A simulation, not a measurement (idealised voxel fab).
Process module name: voxel double patterning
The figure presents cross-section cut, which has a width of 230 nm and is divided into square cells with an edge length of 5 nm.
Format of a cross-section: grid, square cells. Given as bands. Order: top down. Band: one or more rows of cells.
Top height, bottom height, nm. Materials left to right, width each, nm. Single material + "everywhere" = fills band edge to edge. "blank" = empty.
Beneath 0, the wafer as received is one material, and that level is where height counting begins. The lowest band goes on downward without a bottom; it is written like "0 nm and below".
The expression "30 to 40" gives the width at the extremes of the band, the first number at its top row of cells and the second at its bottom row, with the width changing by equal amounts from each row to the next in between.
When a step is marked "no modifications", none of the cells in the cross-section changed during that step.
Look at "Closed-off voids" for the closed voids: empty spaces with no open path to the top, sized 8 cells or up. Each is width x height at distance, distance from the left edge, all nm.
Heads up: the bit after the settings on a step's line is the simulator's remark on that step.
Steps that use a mask can have "overlay nm" on their line. It says how far the mask sat to the right of where it was meant to be. Negative means to the left.

-- Set out below are the planned steps of the process
1,RECEIVE,material Si
2,CONFORMAL_DEP,material SiO2,thk nm 5
3,DIRECTIONAL_DEP,material W,thk nm 20
4,DIRECTIONAL_DEP,material SiCN,thk nm 10
5,DIRECTIONAL_DEP,material aC,thk nm 10
6,PATTERN,tone open,mask id FIRST,material resist,width nm 15,pitch nm 50,thk nm 25,overlay nm 0
7,DIRECTIONAL_ETCH,etch materials aC,depth nm 10
8,STRIP,etch materials resist
9,DIRECTIONAL_ETCH,etch materials SiCN,depth nm 10
10,STRIP,etch materials aC
11,MASKED_ETCH,tone open,mask id SECOND,width nm 15,pitch nm 50,etch materials SiCN,depth nm 10,overlay nm 0
12,DIRECTIONAL_ETCH,etch materials W,depth nm 20
13,STRIP,etch materials SiCN

-- Step 1 complete: cross-section of the wafer as received
> 0 nm and below: Si everywhere
> Closed-off voids: none

-- Run as planned - first of the two wafers cross-sectioned at the end of the module
> 25 nm to 5 nm: 55 nm W | 15 nm blank | 10 nm W | 15 nm blank | 10 nm W | 15 nm blank | 10 nm W | 15 nm blank | 10 nm W | 15 nm blank | 60 nm W
> 5 nm to 0 nm: SiO2 everywhere
> 0 nm and below: Si everywhere
> Closed-off voids: none

-- Cross-section of the latter of the two wafers at module completion. It had an identical start and an identical plan to the former; in running it, one mistake was made
> 25 nm to 5 nm: 50 nm W | 25 nm blank | 5 nm W | 15 nm blank | 5 nm W | 25 nm blank | 5 nm W | 15 nm blank | 5 nm W | 25 nm blank | 55 nm W
> 5 nm to 0 nm: SiO2 everywhere
> 0 nm and below: Si everywhere
> Closed-off voids: none
Processing error: heads up, step 6 didn't go per plan, it actually ran as PATTERN,tone open,mask id FIRST,material resist,width nm 25,pitch nm 50,thk nm 25,overlay nm 0
The second wafer ends with more or fewer cells of some materials than the first, per final count: W -24
